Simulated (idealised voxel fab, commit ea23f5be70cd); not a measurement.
voxel capacitor over wiring: a process module
Section shown: cut. Width: 175 nm. Cell size: 5 nm, square.
In what follows, cross-sections appear as grids of square cells, described through bands that run from the top down, where every band is one or more rows of cells.
Read a band's entry like this: the first values are the height of its top and the height of its bottom in nm, and what follows is the sequence of materials from left to right, each with its width in nm. Note that "air" is empty space, and that a single material marked "throughout" reaches across the band from edge to edge.
Ref level 0: as-received wafer is one material below here. Bottom band extends down with no lower bound ("top 0, no bottom").
Width spec "30..40" -> top row of cells at first value, bottom row at second value, equal per-row change in between.
Key: "same as before" - step with no changed cell in the cross-section.
Entry "Encapsulated voids". Content: empty spaces with no open connection to the top, size 8 cells or greater. Each: width x height at distance. Distance: from left edge. Unit: nm.
If you see something after the settings on a step's line, that's the simulator's own remark about that step.
A step's line can hold "overlay nm"; with a mask on that step, the setting says how far right of the planned place the mask lay, while a negative setting says it lay to the left.

Below is the list of planned process steps:
1: RECEIVE,material Si
2: CONFORMAL_DEP,material SiO2,thk nm 10
3: DIRECTIONAL_DEP,material TiN,thk nm 5
4: DIRECTIONAL_DEP,material W,thk nm 15
5: PATTERN,tone cover,mask id METAL_1,material resist,width nm 25,pitch nm 75,thk nm 20,overlay nm 0
6: DIRECTIONAL_ETCH,etch materials W,depth nm 15
7: DIRECTIONAL_ETCH,etch materials TiN,depth nm 5
8: STRIP,etch materials resist
9: CONFORMAL_DEP,material SiCN,thk nm 5
10: FILL_DEP,material lowk,thk nm 5
11: CMP,height nm 30
12: CONFORMAL_DEP,material SiCN,thk nm 5
13: DIRECTIONAL_DEP,material lowk,thk nm 10
14: DIRECTIONAL_DEP,material aC,thk nm 15
15: PATTERN,tone open,mask id PLUG_1,material resist,width nm 15,thk nm 35,overlay nm 0
16: DIRECTIONAL_ETCH,etch materials aC,depth nm 15
17: STRIP,etch materials resist
18: DIRECTIONAL_ETCH,etch materials lowk,depth nm 10
19: DIRECTIONAL_ETCH,etch materials SiCN,depth nm 5
20: STRIP,etch materials aC
21: EPI,material Ru,thk nm 10
22: EPI,material Ru,thk nm 5
23: DIRECTIONAL_DEP,material TiN,thk nm 5
24: DIRECTIONAL_DEP,material Al2O3,thk nm 5
25: DIRECTIONAL_DEP,material TiN,thk nm 5
26: MASKED_ETCH,tone cover,mask id UPPER_PLATE,width nm 55,etch materials TiN,depth nm 5,overlay nm 0
27: MASKED_ETCH,tone cover,mask id UPPER_PLATE,width nm 55,etch materials Al2O3,depth nm 5,overlay nm 0
28: PATTERN,tone cover,mask id LOWER_PLATE,material resist,width nm 65,thk nm 20,overlay nm 0
29: DIRECTIONAL_ETCH,etch materials TiN,depth nm 5
30: STRIP,etch materials resist
31: FILL_DEP,material SiO2,thk nm 20
32: CMP,height nm 75
33: PATTERN,tone open,mask id PLUG_2,material resist,width nm 15,thk nm 20,overlay nm 0
34: DIRECTIONAL_ETCH,etch materials SiO2,depth nm 15
35: STRIP,etch materials resist
36: CONFORMAL_DEP,material TiN,thk nm 5
37: FILL_DEP,material W,thk nm 5
38: CMP,height nm 75
39: CONFORMAL_DEP,material SiCN,thk nm 5

So, the first of our two wafers, run just as we planned it:

The cross-section here shows the wafer as received, i.e. in its state after step 1:
    top 0, no bottom  Si throughout
    Encapsulated voids: none

Upon completion of step 2, the wafer appears in cross-section as shown:
    top 10, bottom 0  SiO2 throughout
    Everything under 0 stays put, no change at all.

Upon completion of step 3, the wafer appears in cross-section as shown:
    top 15, bottom 10  TiN throughout
    Everything under 10 stays put, no change at all.

Upon completion of step 4, the wafer appears in cross-section as shown:
    top 30, bottom 15  W throughout
    Everything under 15 stays put, no change at all.

Upon completion of step 5, the wafer appears in cross-section as shown:
    top 50, bottom 30  air 35 nm / resist 25 nm / air 50 nm / resist 25 nm / air 40 nm
    Everything under 30 stays put, no change at all.

Upon completion of step 6, the wafer appears in cross-section as shown:
    top 50, bottom 30  air 35 nm / resist 25 nm / air 50 nm / resist 25 nm / air 40 nm
    top 30, bottom 15  air 35 nm / W 25 nm / air 50 nm / W 25 nm / air 40 nm
    Everything under 15 stays put, no change at all.

Upon completion of step 7, the wafer appears in cross-section as shown:
    top 50, bottom 30  air 35 nm / resist 25 nm / air 50 nm / resist 25 nm / air 40 nm
    top 30, bottom 15  air 35 nm / W 25 nm / air 50 nm / W 25 nm / air 40 nm
    top 15, bottom 10  air 35 nm / TiN 25 nm / air 50 nm / TiN 25 nm / air 40 nm
    Everything under 10 stays put, no change at all.

Upon completion of step 8, the wafer appears in cross-section as shown:
    top 30, bottom 15  air 35 nm / W 25 nm / air 50 nm / W 25 nm / air 40 nm
    Everything under 15 stays put, no change at all.

Upon completion of step 9, the wafer appears in cross-section as shown:
    top 35, bottom 30  air 30 nm / SiCN 35 nm / air 40 nm / SiCN 35 nm / air 35 nm
    top 30, bottom 15  air 30 nm / SiCN 5 nm / W 25 nm / SiCN 5 nm / air 40 nm / SiCN 5 nm / W 25 nm / SiCN 5 nm / air 35 nm
    top 15, bottom 10  SiCN 35 nm / TiN 25 nm / SiCN 50 nm / TiN 25 nm / SiCN 40 nm
    Everything under 10 stays put, no change at all.

Upon completion of step 10, the wafer appears in cross-section as shown:
    top 40, bottom 35  lowk throughout
    top 35, bottom 30  lowk 30 nm / SiCN 35 nm / lowk 40 nm / SiCN 35 nm / lowk 35 nm
    top 30, bottom 15  lowk 30 nm / SiCN 5 nm / W 25 nm / SiCN 5 nm / lowk 40 nm / SiCN 5 nm / W 25 nm / SiCN 5 nm / lowk 35 nm
    Everything under 15 stays put, no change at all.

Upon completion of step 11, the wafer appears in cross-section as shown:
    top 30, bottom 15  lowk 30 nm / SiCN 5 nm / W 25 nm / SiCN 5 nm / lowk 40 nm / SiCN 5 nm / W 25 nm / SiCN 5 nm / lowk 35 nm
    Everything under 15 stays put, no change at all.

Upon completion of step 12, the wafer appears in cross-section as shown:
    top 35, bottom 30  SiCN throughout
    Everything under 30 stays put, no change at all.

Upon completion of step 13, the wafer appears in cross-section as shown:
    top 45, bottom 35  lowk throughout
    Everything under 35 stays put, no change at all.

Upon completion of step 14, the wafer appears in cross-section as shown:
    top 60, bottom 45  aC throughout
    Everything under 45 stays put, no change at all.

Upon completion of step 15, the wafer appears in cross-section as shown:
    top 95, bottom 60  resist 45 nm / air 15 nm / resist 115 nm
    Everything under 60 stays put, no change at all.

Upon completion of step 16, the wafer appears in cross-section as shown:
    top 80, bottom 60  resist 45 nm / air 15 nm / resist 115 nm
    top 60, bottom 45  aC 45 nm / air 15 nm / aC 115 nm
    Everything under 45 stays put, no change at all.

Upon completion of step 17, the wafer appears in cross-section as shown:
    top 60, bottom 45  aC 45 nm / air 15 nm / aC 115 nm
    Everything under 45 stays put, no change at all.

Upon completion of step 18, the wafer appears in cross-section as shown:
    top 60, bottom 45  aC 45 nm / air 15 nm / aC 115 nm
    top 45, bottom 35  lowk 45 nm / air 15 nm / lowk 115 nm
    Everything under 35 stays put, no change at all.

Upon completion of step 19, the wafer appears in cross-section as shown:
    top 60, bottom 45  aC 45 nm / air 15 nm / aC 115 nm
    top 45, bottom 35  lowk 45 nm / air 15 nm / lowk 115 nm
    top 35, bottom 30  SiCN 45 nm / air 15 nm / SiCN 115 nm
    Everything under 30 stays put, no change at all.

Upon completion of step 20, the wafer appears in cross-section as shown:
    top 45, bottom 35  lowk 45 nm / air 15 nm / lowk 115 nm
    Everything under 35 stays put, no change at all.

Upon completion of step 21, the wafer appears in cross-section as shown:
    top 45, bottom 40  lowk 45 nm / air 15 nm / lowk 115 nm
    top 40, bottom 35  lowk 45 nm / Ru 15 nm / lowk 115 nm
    top 35, bottom 30  SiCN 45 nm / Ru 15 nm / SiCN 115 nm
    Everything under 30 stays put, no change at all.

Upon completion of step 22, the wafer appears in cross-section as shown:
    top 45, bottom 35  lowk 45 nm / Ru 15 nm / lowk 115 nm
    Everything under 35 stays put, no change at all.

Upon completion of step 23, the wafer appears in cross-section as shown:
    top 50, bottom 45  TiN throughout
    Everything under 45 stays put, no change at all.

Upon completion of step 24, the wafer appears in cross-section as shown:
    top 55, bottom 50  Al2O3 throughout
    Everything under 50 stays put, no change at all.

Upon completion of step 25, the wafer appears in cross-section as shown:
    top 60, bottom 55  TiN throughout
    Everything under 55 stays put, no change at all.

Upon completion of step 26, the wafer appears in cross-section as shown:
    top 60, bottom 55  air 45 nm / TiN 55 nm / air 75 nm
    Everything under 55 stays put, no change at all.

Upon completion of step 27, the wafer appears in cross-section as shown:
    top 60, bottom 55  air 45 nm / TiN 55 nm / air 75 nm
    top 55, bottom 50  air 45 nm / Al2O3 55 nm / air 75 nm
    Everything under 50 stays put, no change at all.

Upon completion of step 28, the wafer appears in cross-section as shown:
    top 80, bottom 60  air 40 nm / resist 65 nm / air 70 nm
    top 60, bottom 55  air 40 nm / resist 5 nm / TiN 55 nm / resist 5 nm / air 70 nm
    top 55, bottom 50  air 40 nm / resist 5 nm / Al2O3 55 nm / resist 5 nm / air 70 nm
    Everything under 50 stays put, no change at all.

Upon completion of step 29, the wafer appears in cross-section as shown:
    top 80, bottom 60  air 40 nm / resist 65 nm / air 70 nm
    top 60, bottom 55  air 40 nm / resist 5 nm / TiN 55 nm / resist 5 nm / air 70 nm
    top 55, bottom 50  air 40 nm / resist 5 nm / Al2O3 55 nm / resist 5 nm / air 70 nm
    top 50, bottom 45  air 40 nm / TiN 65 nm / air 70 nm
    Everything under 45 stays put, no change at all.

Upon completion of step 30, the wafer appears in cross-section as shown:
    top 60, bottom 55  air 45 nm / TiN 55 nm / air 75 nm
    top 55, bottom 50  air 45 nm / Al2O3 55 nm / air 75 nm
    Everything under 50 stays put, no change at all.

Upon completion of step 31, the wafer appears in cross-section as shown:
    top 80, bottom 60  SiO2 throughout
    top 60, bottom 55  SiO2 45 nm / TiN 55 nm / SiO2 75 nm
    top 55, bottom 50  SiO2 45 nm / Al2O3 55 nm / SiO2 75 nm
    top 50, bottom 45  SiO2 40 nm / TiN 65 nm / SiO2 70 nm
    Everything under 45 stays put, no change at all.

Upon completion of step 32, the wafer appears in cross-section as shown:
    top 75, bottom 60  SiO2 throughout
    Everything under 60 stays put, no change at all.

Upon completion of step 33, the wafer appears in cross-section as shown:
    top 95, bottom 75  resist 55 nm / air 15 nm / resist 105 nm
    Everything under 75 stays put, no change at all.

Upon completion of step 34, the wafer appears in cross-section as shown:
    top 95, bottom 75  resist 55 nm / air 15 nm / resist 105 nm
    top 75, bottom 60  SiO2 55 nm / air 15 nm / SiO2 105 nm
    Everything under 60 stays put, no change at all.

Upon completion of step 35, the wafer appears in cross-section as shown:
    top 75, bottom 60  SiO2 55 nm / air 15 nm / SiO2 105 nm
    Everything under 60 stays put, no change at all.

Upon completion of step 36, the wafer appears in cross-section as shown:
    top 80, bottom 75  TiN 60 nm / air 5 nm / TiN 110 nm
    top 75, bottom 65  SiO2 55 nm / TiN 5 nm / air 5 nm / TiN 5 nm / SiO2 105 nm
    top 65, bottom 55  SiO2 55..45 nm / TiN 15..55 nm / SiO2 105..75 nm
    Everything under 55 stays put, no change at all.

Upon completion of step 37, the wafer appears in cross-section as shown:
    top 85, bottom 80  W throughout
    top 80, bottom 75  TiN 60 nm / W 5 nm / TiN 110 nm
    top 75, bottom 65  SiO2 55 nm / TiN 5 nm / W 5 nm / TiN 5 nm / SiO2 105 nm
    Everything under 65 stays put, no change at all.

Upon completion of step 38, the wafer appears in cross-section as shown:
    top 75, bottom 65  SiO2 55 nm / TiN 5 nm / W 5 nm / TiN 5 nm / SiO2 105 nm
    Everything under 65 stays put, no change at all.

Upon completion of step 39, the wafer appears in cross-section as shown:
    top 80, bottom 75  SiCN throughout
    Everything under 75 stays put, no change at all.

Second wafer. Start and plan as for the first. One mistake made in running. Agrees with the first up to and including step 10:

Cross-section of the second wafer at the time step 11 of the plan should have ended:
    top 25, bottom 15  lowk 30 nm / SiCN 5 nm / W 25 nm / SiCN 5 nm / lowk 40 nm / SiCN 5 nm / W 25 nm / SiCN 5 nm / lowk 35 nm
    Everything under 15 stays put, no change at all.

Cross-section of the second wafer at the time step 12 of the plan should have ended:
    top 30, bottom 25  SiCN throughout
    Everything under 25 stays put, no change at all.

Cross-section of the second wafer at the time step 13 of the plan should have ended:
    top 40, bottom 30  lowk throughout
    Everything under 30 stays put, no change at all.

Cross-section of the second wafer at the time step 14 of the plan should have ended:
    top 55, bottom 40  aC throughout
    Everything under 40 stays put, no change at all.

Cross-section of the second wafer at the time step 15 of the plan should have ended:
    top 90, bottom 55  resist 45 nm / air 15 nm / resist 115 nm
    Everything under 55 stays put, no change at all.

Cross-section of the second wafer at the time step 16 of the plan should have ended:
    top 75, bottom 55  resist 45 nm / air 15 nm / resist 115 nm
    top 55, bottom 40  aC 45 nm / air 15 nm / aC 115 nm
    Everything under 40 stays put, no change at all.

Cross-section of the second wafer at the time step 17 of the plan should have ended:
    top 55, bottom 40  aC 45 nm / air 15 nm / aC 115 nm
    Everything under 40 stays put, no change at all.

Cross-section of the second wafer at the time step 18 of the plan should have ended:
    top 55, bottom 40  aC 45 nm / air 15 nm / aC 115 nm
    top 40, bottom 30  lowk 45 nm / air 15 nm / lowk 115 nm
    Everything under 30 stays put, no change at all.

Cross-section of the second wafer at the time step 19 of the plan should have ended:
    top 55, bottom 40  aC 45 nm / air 15 nm / aC 115 nm
    top 40, bottom 30  lowk 45 nm / air 15 nm / lowk 115 nm
    top 30, bottom 25  SiCN 45 nm / air 15 nm / SiCN 115 nm
    Everything under 25 stays put, no change at all.

Cross-section of the second wafer at the time step 20 of the plan should have ended:
    top 40, bottom 30  lowk 45 nm / air 15 nm / lowk 115 nm
    Everything under 30 stays put, no change at all.

Cross-section of the second wafer at the time step 21 of the plan should have ended:
    top 40, bottom 35  lowk 45 nm / air 15 nm / lowk 115 nm
    top 35, bottom 30  lowk 45 nm / Ru 15 nm / lowk 115 nm
    top 30, bottom 25  SiCN 45 nm / Ru 15 nm / SiCN 115 nm
    Everything under 25 stays put, no change at all.

Cross-section of the second wafer at the time step 22 of the plan should have ended:
    top 40, bottom 30  lowk 45 nm / Ru 15 nm / lowk 115 nm
    Everything under 30 stays put, no change at all.

Cross-section of the second wafer at the time step 23 of the plan should have ended:
    top 45, bottom 40  TiN throughout
    Everything under 40 stays put, no change at all.

Cross-section of the second wafer at the time step 24 of the plan should have ended:
    top 50, bottom 45  Al2O3 throughout
    Everything under 45 stays put, no change at all.

Cross-section of the second wafer at the time step 25 of the plan should have ended:
    top 55, bottom 50  TiN throughout
    Everything under 50 stays put, no change at all.

Cross-section of the second wafer at the time step 26 of the plan should have ended:
    top 55, bottom 50  air 45 nm / TiN 55 nm / air 75 nm
    Everything under 50 stays put, no change at all.

Cross-section of the second wafer at the time step 27 of the plan should have ended:
    top 55, bottom 50  air 45 nm / TiN 55 nm / air 75 nm
    top 50, bottom 45  air 45 nm / Al2O3 55 nm / air 75 nm
    Everything under 45 stays put, no change at all.

Cross-section of the second wafer at the time step 28 of the plan should have ended:
    top 75, bottom 55  air 40 nm / resist 65 nm / air 70 nm
    top 55, bottom 50  air 40 nm / resist 5 nm / TiN 55 nm / resist 5 nm / air 70 nm
    top 50, bottom 45  air 40 nm / resist 5 nm / Al2O3 55 nm / resist 5 nm / air 70 nm
    Everything under 45 stays put, no change at all.

Cross-section of the second wafer at the time step 29 of the plan should have ended:
    top 75, bottom 55  air 40 nm / resist 65 nm / air 70 nm
    top 55, bottom 50  air 40 nm / resist 5 nm / TiN 55 nm / resist 5 nm / air 70 nm
    top 50, bottom 45  air 40 nm / resist 5 nm / Al2O3 55 nm / resist 5 nm / air 70 nm
    top 45, bottom 40  air 40 nm / TiN 65 nm / air 70 nm
    Everything under 40 stays put, no change at all.

Cross-section of the second wafer at the time step 30 of the plan should have ended:
    top 55, bottom 50  air 45 nm / TiN 55 nm / air 75 nm
    top 50, bottom 45  air 45 nm / Al2O3 55 nm / air 75 nm
    Everything under 45 stays put, no change at all.

Cross-section of the second wafer at the time step 31 of the plan should have ended:
    top 75, bottom 55  SiO2 throughout
    top 55, bottom 50  SiO2 45 nm / TiN 55 nm / SiO2 75 nm
    top 50, bottom 45  SiO2 45 nm / Al2O3 55 nm / SiO2 75 nm
    top 45, bottom 40  SiO2 40 nm / TiN 65 nm / SiO2 70 nm
    Everything under 40 stays put, no change at all.

Cross-section of the second wafer at the time step 32 of the plan should have ended: same as before

Cross-section of the second wafer at the time step 33 of the plan should have ended:
    top 95, bottom 75  resist 55 nm / air 15 nm / resist 105 nm
    Everything under 75 stays put, no change at all.

Cross-section of the second wafer at the time step 34 of the plan should have ended:
    top 95, bottom 75  resist 55 nm / air 15 nm / resist 105 nm
    top 75, bottom 60  SiO2 55 nm / air 15 nm / SiO2 105 nm
    Everything under 60 stays put, no change at all.

Cross-section of the second wafer at the time step 35 of the plan should have ended:
    top 75, bottom 60  SiO2 55 nm / air 15 nm / SiO2 105 nm
    Everything under 60 stays put, no change at all.

Cross-section of the second wafer at the time step 36 of the plan should have ended:
    top 80, bottom 75  TiN 60 nm / air 5 nm / TiN 110 nm
    top 75, bottom 65  SiO2 55 nm / TiN 5 nm / air 5 nm / TiN 5 nm / SiO2 105 nm
    top 65, bottom 60  SiO2 55 nm / TiN 15 nm / SiO2 105 nm
    Everything under 60 stays put, no change at all.

Cross-section of the second wafer at the time step 37 of the plan should have ended:
    top 85, bottom 80  W throughout
    top 80, bottom 75  TiN 60 nm / W 5 nm / TiN 110 nm
    top 75, bottom 65  SiO2 55 nm / TiN 5 nm / W 5 nm / TiN 5 nm / SiO2 105 nm
    Everything under 65 stays put, no change at all.

Cross-section of the second wafer at the time step 38 of the plan should have ended:
    top 75, bottom 65  SiO2 55 nm / TiN 5 nm / W 5 nm / TiN 5 nm / SiO2 105 nm
    Everything under 65 stays put, no change at all.

Cross-section of the second wafer at the time step 39 of the plan should have ended:
    top 80, bottom 75  SiCN throughout
    Everything under 75 stays put, no change at all.
Processing error: step 11 off recipe, ran as CMP,height nm 25
In the final state, the cell counts of the second wafer exceed or fall short of those of the first for the following materials: -4 SiCN, +35 SiO2, -10 W, -21 lowk
